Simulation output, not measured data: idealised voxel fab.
process module | voxel trench capacitor
cross-section cut | 190 nm wide | cells 5 nm
A cross-section is a grid of square cells, given in bands from the top down. A band is one or more rows of cells.
Each band's line starts with the height of the band's top and of its bottom, in nm. Then come its materials from left to right, each with its width in nm. One material with "throughout" fills the band from edge to edge. "air" is empty space.
Height 0 is the level under which the wafer as received is all one material. The lowest band goes on downwards, as in "0 down".
A width such as "30 to 40" changes by the same amount from each row of cells to the next, from the band's top row to its bottom row.
"no change" after a step means that no cell of the cross-section changed.
closed voids: empty space of 8 cells or more with no open way to the top, each as width x height at its distance from the left edge, in nm
after a step's settings: what the simulator itself notes on the step
overlay nm, on a step with a mask: how far to the right of its planned place the mask lay; to the left if negative
plan
1 op RECEIVE | material Si
2 op CONFORMAL_DEP | material SiN | thk nm 5
3 op DIRECTIONAL_DEP | material aC | thk nm 10
4 op PATTERN | tone open | mask id TRENCH | material resist | width nm 30 | pitch nm 55 | thk nm 25 | overlay nm 0
5 op DIRECTIONAL_ETCH | etch materials aC | depth nm 10
6 op STRIP | etch materials resist
7 op DIRECTIONAL_ETCH | etch materials SiN | depth nm 5
8 op DIRECTIONAL_ETCH | etch materials Si | depth nm 30
9 op STRIP | etch materials aC
10 op CONFORMAL_DEP | material HfO2 | thk nm 5
11 op CONFORMAL_DEP | material TiN | thk nm 5
12 op FILL_DEP | material W | thk nm 10
13 op CMP | height nm 5
as received, after step 1
  0 down: Si throughout
  closed voids: none
first wafer at the end, as planned
  5 to 0: SiN 25 | HfO2 5 | TiN 5 | W 10 | TiN 5 | HfO2 5 | SiN 25 | HfO2 5 | TiN 5 | W 10 | TiN 5 | HfO2 5 | SiN 25 | HfO2 5 | TiN 5 | W 10 | TiN 5 | HfO2 5 | SiN 25
  0 to -20: Si 25 | HfO2 5 | TiN 5 | W 10 | TiN 5 | HfO2 5 | Si 25 | HfO2 5 | TiN 5 | W 10 | TiN 5 | HfO2 5 | Si 25 | HfO2 5 | TiN 5 | W 10 | TiN 5 | HfO2 5 | Si 25
  -20 to -25: Si 25 | HfO2 5 | TiN 20 | HfO2 5 | Si 25 | HfO2 5 | TiN 20 | HfO2 5 | Si 25 | HfO2 5 | TiN 20 | HfO2 5 | Si 25
  -25 to -30: Si 25 | HfO2 30 | Si 25 | HfO2 30 | Si 25 | HfO2 30 | Si 25
  -30 down: Si throughout
  closed voids: none
second wafer at the end: like start, like plan, one mistake
  5 to 0: SiN 25 | TiN 5 | W 20 | TiN 5 | SiN 25 | TiN 5 | W 20 | TiN 5 | SiN 25 | TiN 5 | W 20 | TiN 5 | SiN 25
  0 to -25: Si 25 | TiN 5 | W 20 | TiN 5 | Si 25 | TiN 5 | W 20 | TiN 5 | Si 25 | TiN 5 | W 20 | TiN 5 | Si 25
  -25 to -30: Si 25 | TiN 30 | Si 25 | TiN 30 | Si 25 | TiN 30 | Si 25
  -30 down: Si throughout
  closed voids: none
what went wrong: step 10 was left out
at the end the second wafer has, in cells: 54 fewer of HfO2 | 12 more of TiN | 42 more of W
